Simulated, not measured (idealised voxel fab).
process module | voxel self aligned vias
cross-section cut | 285 nm wide | cells 5 nm
A cross-section is a grid of square cells, given in bands from the top down. A band is one or more rows of cells.
Each band's line starts with the height of the band's top and of its bottom, in nm. Then come its materials from left to right, each with its width in nm. One material with "throughout" fills the band from edge to edge. "air" is empty space.
Height 0 is the level under which the wafer as received is all one material. The lowest band goes on downwards, as in "0 down".
A width such as "30 to 40" changes by the same amount from each row of cells to the next, from the band's top row to its bottom row.
"no change" after a step means that no cell of the cross-section changed.
closed voids: empty space of 8 cells or more with no open way to the top, each as width x height at its distance from the left edge, in nm
after a step's settings: what the simulator itself notes on the step
overlay nm, on a step with a mask: how far to the right of its planned place the mask lay; to the left if negative
plan
1 op RECEIVE | material Si
2 op CONFORMAL_DEP | material SiO2 | thk nm 15
3 op CONFORMAL_DEP | material SiCN | thk nm 5
4 op DIRECTIONAL_DEP | material SiO2 | thk nm 25
5 op DIRECTIONAL_DEP | material aC | thk nm 10
6 op PATTERN | tone open | mask id LINES | material resist | width nm 20 | pitch nm 55 | thk nm 30 | overlay nm 0
7 op DIRECTIONAL_ETCH | etch materials aC | depth nm 10
8 op STRIP | etch materials resist
9 op DIRECTIONAL_ETCH | etch materials SiO2 | depth nm 25
10 op STRIP | etch materials aC
11 op CONFORMAL_DEP | material TiN | thk nm 5
12 op FILL_DEP | material Ru | thk nm 5
13 op CMP | height nm 45
14 op SELECTIVE_ETCH | etch materials W Ru TiN | depth nm 10
15 op FILL_DEP | material SiN | thk nm 10
16 op CMP | height nm 45
17 op DIRECTIONAL_DEP | material SiO2 | thk nm 20
18 op PATTERN | tone open | mask id VIAS | material resist | width nm 30 | pitch nm 55 | thk nm 15 | overlay nm 0
19 op DIRECTIONAL_ETCH | etch materials SiO2 | depth nm 20
20 op DIRECTIONAL_ETCH | etch materials SiN | depth nm 10
21 op STRIP | etch materials resist
22 op CONFORMAL_DEP | material TiN | thk nm 5
23 op FILL_DEP | material W | thk nm 10
24 op CMP | height nm 65
25 op CONFORMAL_DEP | material SiN | thk nm 5
as received, after step 1
  0 down: Si throughout
  closed voids: none
first wafer at the end, as planned
  70 to 65: SiN throughout
  65 to 50: SiO2 70 | TiN 5 | W 20 | TiN 5 | SiO2 25 | TiN 5 | W 20 | TiN 5 | SiO2 25 | TiN 5 | W 20 | TiN 5 | SiO2 75
  50 to 40: SiO2 70 to 75 | TiN 10 to 5 | W 10 | TiN 10 to 5 | SiO2 25 to 35 | TiN 10 to 5 | W 10 | TiN 10 to 5 | SiO2 25 to 35 | TiN 10 to 5 | W 10 | TiN 10 to 5 | SiO2 75 to 80
  40 to 35: SiO2 75 | TiN 20 | SiO2 35 | TiN 20 | SiO2 35 | TiN 20 | SiO2 80
  35 to 25: SiO2 75 | TiN 5 | Ru 10 | TiN 5 | SiO2 35 | TiN 5 | Ru 10 | TiN 5 | SiO2 35 | TiN 5 | Ru 10 | TiN 5 | SiO2 80
  25 to 20: SiO2 75 | TiN 20 | SiO2 35 | TiN 20 | SiO2 35 | TiN 20 | SiO2 80
  20 to 15: SiCN throughout
  15 to 0: SiO2 throughout
  0 down: Si throughout
  closed voids: none
second wafer at the end: like start, like plan, one mistake
  70 to 65: SiN throughout
  65 to 50: SiO2 75 | TiN 5 | W 15 | TiN 5 | SiO2 30 | TiN 5 | W 15 | TiN 5 | SiO2 30 | TiN 5 | W 15 | TiN 5 | SiO2 75
  50 to 40: SiO2 75 | TiN 5 | W 10 | TiN 10 to 5 | SiO2 30 to 35 | TiN 5 | W 10 | TiN 10 to 5 | SiO2 30 to 35 | TiN 5 | W 10 | TiN 10 to 5 | SiO2 75 to 80
  40 to 35: SiO2 75 | TiN 20 | SiO2 35 | TiN 20 | SiO2 35 | TiN 20 | SiO2 80
  35 to 25: SiO2 75 | TiN 5 | Ru 10 | TiN 5 | SiO2 35 | TiN 5 | Ru 10 | TiN 5 | SiO2 35 | TiN 5 | Ru 10 | TiN 5 | SiO2 80
  25 to 20: SiO2 75 | TiN 20 | SiO2 35 | TiN 20 | SiO2 35 | TiN 20 | SiO2 80
  20 to 15: SiCN throughout
  15 to 0: SiO2 throughout
  0 down: Si throughout
  closed voids: none
what went wrong: step 18 ran as: op PATTERN | tone open | mask id VIAS | material resist | width nm 25 | pitch nm 55 | thk nm 15 | overlay nm 0
at the end the second wafer has, in cells: 12 more of SiO2 | 3 fewer of TiN | 9 fewer of W
